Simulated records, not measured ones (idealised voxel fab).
The process module that follows is named voxel double patterning.
This is section cut - it's 230 nm across, gridded in 5 nm square cells.
Cross-sections here: square-cell grids, written as top-down lists of bands, a band being one or more rows of cells. Basically the band line says how high the top is and how high the bottom is, in nm, and then what's in it from left to right, every material with its width in nm. Empty space shows up as "air", and if a single material carries "everywhere" it runs the full band edge to edge. Measure heights from 0. That's the level where, below it, the as-received wafer is all one material. The lowest band is bottomless and extends downward; write it as in "0 nm and below". Think of "30..40" as a width that walks from the first number to the second as you go down the band, top row to bottom row, taking equal-sized steps from row to row. What does "changes: none" mean for a step? It means no cell of the cross-section changed in that step. The label "Enclosed voids" introduces a list of the empty spaces, 8 cells or larger, that have no open way up to the top; each entry in it reads width x height at distance, where the distance is taken from the left edge and all three are stated in nm. Whatever follows a step's settings on its line is a remark the simulator itself makes about that step. overlay nm: on a step with a mask, how far right of its planned place the mask lay; negative means left.

[Steps planned for the process]
- 1: op RECEIVE | material Si
- 2: op CONFORMAL_DEP | material SiO2 | thk nm 5
- 3: op DIRECTIONAL_DEP | material TiN | thk nm 10
- 4: op DIRECTIONAL_DEP | material SiN | thk nm 5
- 5: op MASKED_ETCH | tone open | mask id FIRST | width nm 15 | pitch nm 50 | etch materials SiN | depth nm 5 | overlay nm 0
- 6: op MASKED_ETCH | tone open | mask id SECOND | width nm 15 | etch materials SiN | depth nm 5 | overlay nm 0
- 7: op DIRECTIONAL_ETCH | etch materials TiN | depth nm 10
- 8: op STRIP | etch materials SiN

[Cross-section of the wafer upon arrival, representing the state reached after step 1]
  0 nm and below | Si everywhere
  Enclosed voids: none

[One mistake in running the module, otherwise start and plan as above: cross-section at the end]
  20 nm to 15 nm | 80 of SiN, 15 of air, 10 of SiN, 15 of air, 10 of SiN, 15 of air, 85 of SiN
  15 nm to 5 nm | 80 of TiN, 15 of air, 10 of TiN, 15 of air, 10 of TiN, 15 of air, 85 of TiN
  5 nm to 0 nm | SiO2 everywhere
  0 nm and below | Si everywhere
  Enclosed voids: none
Against the plan, the run slipped here: no execution of plan step 8; skipped
